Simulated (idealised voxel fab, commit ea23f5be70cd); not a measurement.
The document below concerns the process module designated voxel capacitor over wiring.
Pictured: cross-section cut, 245 nm wide, on a grid of 5 nm square cells.
Throughout this document, each cross-section is represented as a grid of square cells and is presented as a sequence of bands enumerated from the top downward, where a band comprises one or more rows of cells.
Heights first: top, then bottom, in nm. Then materials, left to right, each with a width in nm. "edge to edge" on a single material: fills the band edge to edge. "blank": empty space.
It should be noted that heights are counted from 0, beneath which the wafer as supplied is of one material throughout, and that the lowest band possesses no lower boundary but continues downward, as written in "0..down".
When a width is written as two numbers, as in "30..40", the first number is the width in the top row of cells of the band and the second is the width in its bottom row, and the width changes by the same amount from each row to the next.
Take "same as before" at face value: in the step it is given for, the cross-section changed in none of its cells.
"Sealed cavities" lists enclosed empty spaces (at least 8 cells, no open path upward to the top), each as width x height at distance from the left edge, in nm.
Heads up: the bit after the settings on a step's line is the simulator's remark on that step.
On any step carrying a mask, the "overlay nm" setting, if present on the step's line, tells how far right of its planned place the mask lay; negative values point to the left.
Below is the list of planned process steps
step 1: RECEIVE with material Si
step 2: CONFORMAL_DEP with material SiO2, thk nm 15
step 3: DIRECTIONAL_DEP with material TiN, thk nm 5
step 4: DIRECTIONAL_DEP with material W, thk nm 15
step 5: MASKED_ETCH with tone cover, mask id METAL_1, width nm 20, pitch nm 85, etch materials W, depth nm 15, overlay nm 0
step 6: MASKED_ETCH with tone cover, mask id METAL_1, width nm 20, pitch nm 85, etch materials TiN, depth nm 5, overlay nm 0
step 7: CONFORMAL_DEP with material SiN, thk nm 5
step 8: FILL_DEP with material lowk, thk nm 10
step 9: CMP with height nm 35
step 10: CONFORMAL_DEP with material SiCN, thk nm 5
step 11: DIRECTIONAL_DEP with material lowk, thk nm 20
step 12: MASKED_ETCH with tone open, mask id PLUG_1, width nm 15, etch materials lowk, depth nm 20, overlay nm 0
step 13: MASKED_ETCH with tone open, mask id PLUG_1, width nm 15, etch materials SiCN, depth nm 5, overlay nm 0
step 14: EPI with material Ru, thk nm 10
step 15: EPI with material Ru, thk nm 10
step 16: EPI with material Ru, thk nm 5
step 17: DIRECTIONAL_DEP with material TiN, thk nm 5
step 18: DIRECTIONAL_DEP with material Al2O3, thk nm 5
step 19: DIRECTIONAL_DEP with material TiN, thk nm 5
step 20: PATTERN with tone cover, mask id UPPER_PLATE, material resist, width nm 70, thk nm 15, overlay nm 0
step 21: DIRECTIONAL_ETCH with etch materials TiN, depth nm 5
step 22: DIRECTIONAL_ETCH with etch materials Al2O3, depth nm 5
step 23: STRIP with etch materials resist
step 24: PATTERN with tone cover, mask id LOWER_PLATE, material resist, width nm 80, thk nm 20, overlay nm 0
step 25: DIRECTIONAL_ETCH with etch materials TiN, depth nm 5
step 26: STRIP with etch materials resist
step 27: FILL_DEP with material SiO2, thk nm 20
step 28: CMP with height nm 90
step 29: MASKED_ETCH with tone open, mask id PLUG_2, width nm 15, etch materials SiO2, depth nm 15, overlay nm 0
step 30: CONFORMAL_DEP with material TiN, thk nm 5
step 31: FILL_DEP with material Ru, thk nm 10
step 32: CMP with height nm 90
step 33: CONFORMAL_DEP with material SiN, thk nm 5
First wafer, two in total, run as planned
Cross-section of the wafer upon arrival, representing the state reached after step 1
	0..down  Si edge to edge
	Sealed cavities: none
How the wafer stands in section after step 2
	15..0  SiO2 edge to edge
	Heights below 0 show no change.
How the wafer stands in section after step 3
	20..15  TiN edge to edge
	Heights below 15 show no change.
How the wafer stands in section after step 4
	35..20  W edge to edge
	Heights below 20 show no change.
How the wafer stands in section after step 5
	35..20  blank=70  W=20  blank=65  W=20  blank=70
	Heights below 20 show no change.
How the wafer stands in section after step 6
	35..20  blank=70  W=20  blank=65  W=20  blank=70
	20..15  blank=70  TiN=20  blank=65  TiN=20  blank=70
	Heights below 15 show no change.
How the wafer stands in section after step 7
	40..35  blank=65  SiN=30  blank=55  SiN=30  blank=65
	35..20  blank=65  SiN=5  W=20  SiN=5  blank=55  SiN=5  W=20  SiN=5  blank=65
	20..15  SiN=70  TiN=20  SiN=65  TiN=20  SiN=70
	Heights below 15 show no change.
How the wafer stands in section after step 8
	50..40  lowk edge to edge
	40..35  lowk=65  SiN=30  lowk=55  SiN=30  lowk=65
	35..20  lowk=65  SiN=5  W=20  SiN=5  lowk=55  SiN=5  W=20  SiN=5  lowk=65
	Heights below 20 show no change.
How the wafer stands in section after step 9
	35..20  lowk=65  SiN=5  W=20  SiN=5  lowk=55  SiN=5  W=20  SiN=5  lowk=65
	Heights below 20 show no change.
How the wafer stands in section after step 10
	40..35  SiCN edge to edge
	Heights below 35 show no change.
How the wafer stands in section after step 11
	60..40  lowk edge to edge
	Heights below 40 show no change.
How the wafer stands in section after step 12
	60..40  lowk=75  blank=15  lowk=155
	Heights below 40 show no change.
How the wafer stands in section after step 13
	60..40  lowk=75  blank=15  lowk=155
	40..35  SiCN=75  blank=15  SiCN=155
	Heights below 35 show no change.
How the wafer stands in section after step 14
	60..45  lowk=75  blank=15  lowk=155
	45..40  lowk=75  Ru=15  lowk=155
	40..35  SiCN=75  Ru=15  SiCN=155
	Heights below 35 show no change.
How the wafer stands in section after step 15
	60..55  lowk=75  blank=15  lowk=155
	55..40  lowk=75  Ru=15  lowk=155
	Heights below 40 show no change.
How the wafer stands in section after step 16
	60..40  lowk=75  Ru=15  lowk=155
	Heights below 40 show no change.
How the wafer stands in section after step 17
	65..60  TiN edge to edge
	Heights below 60 show no change.
How the wafer stands in section after step 18
	70..65  Al2O3 edge to edge
	Heights below 65 show no change.
How the wafer stands in section after step 19
	75..70  TiN edge to edge
	Heights below 70 show no change.
How the wafer stands in section after step 20
	90..75  blank=75  resist=70  blank=100
	Heights below 75 show no change.
How the wafer stands in section after step 21
	90..75  blank=75  resist=70  blank=100
	75..70  blank=75  TiN=70  blank=100
	Heights below 70 show no change.
How the wafer stands in section after step 22
	90..75  blank=75  resist=70  blank=100
	75..70  blank=75  TiN=70  blank=100
	70..65  blank=75  Al2O3=70  blank=100
	Heights below 65 show no change.
How the wafer stands in section after step 23
	75..70  blank=75  TiN=70  blank=100
	Heights below 70 show no change.
How the wafer stands in section after step 24
	95..75  blank=70  resist=80  blank=95
	75..70  blank=70  resist=5  TiN=70  resist=5  blank=95
	70..65  blank=70  resist=5  Al2O3=70  resist=5  blank=95
	Heights below 65 show no change.
How the wafer stands in section after step 25
	95..75  blank=70  resist=80  blank=95
	75..70  blank=70  resist=5  TiN=70  resist=5  blank=95
	70..65  blank=70  resist=5  Al2O3=70  resist=5  blank=95
	65..60  blank=70  TiN=80  blank=95
	Heights below 60 show no change.
How the wafer stands in section after step 26
	75..70  blank=75  TiN=70  blank=100
	70..65  blank=75  Al2O3=70  blank=100
	Heights below 65 show no change.
How the wafer stands in section after step 27
	95..75  SiO2 edge to edge
	75..70  SiO2=75  TiN=70  SiO2=100
	70..65  SiO2=75  Al2O3=70  SiO2=100
	65..60  SiO2=70  TiN=80  SiO2=95
	Heights below 60 show no change.
How the wafer stands in section after step 28
	90..75  SiO2 edge to edge
	Heights below 75 show no change.
How the wafer stands in section after step 29
	90..75  SiO2=85  blank=15  SiO2=145
	Heights below 75 show no change.
How the wafer stands in section after step 30
	95..90  TiN=90  blank=5  TiN=150
	90..80  SiO2=85  TiN=5  blank=5  TiN=5  SiO2=145
	80..70  SiO2=85..75  TiN=15..70  SiO2=145..100
	Heights below 70 show no change.
How the wafer stands in section after step 31
	105..95  Ru edge to edge
	95..90  TiN=90  Ru=5  TiN=150
	90..80  SiO2=85  TiN=5  Ru=5  TiN=5  SiO2=145
	Heights below 80 show no change.
How the wafer stands in section after step 32
	90..80  SiO2=85  TiN=5  Ru=5  TiN=5  SiO2=145
	Heights below 80 show no change.
How the wafer stands in section after step 33
	95..90  SiN edge to edge
	Heights below 90 show no change.
Okay, second wafer. Nothing different at the start, nothing different in the plan, just one mistake somewhere in the running. As far as step 29, counting that step, it's the first wafer all over again
X-section, second wafer, when step 30 was due to finish
	95..90  W=90  blank=5  W=150
	90..80  SiO2=85  W=5  blank=5  W=5  SiO2=145
	80..75  SiO2=85  W=15  SiO2=145
	Heights below 75 show no change.
X-section, second wafer, when step 31 was due to finish
	105..95  Ru edge to edge
	95..90  W=90  Ru=5  W=150
	90..80  SiO2=85  W=5  Ru=5  W=5  SiO2=145
	Heights below 80 show no change.
X-section, second wafer, when step 32 was due to finish
	90..80  SiO2=85  W=5  Ru=5  W=5  SiO2=145
	Heights below 80 show no change.
X-section, second wafer, when step 33 was due to finish
	95..90  SiN edge to edge
	Heights below 90 show no change.
Nonconformance to the process plan: step 30, actual vs plan mismatch, actual run CONFORMAL_DEP with material W, thk nm 5
End of process, cell counts, second wafer against first, materials with more or fewer: 7 fewer of TiN; 7 more of W
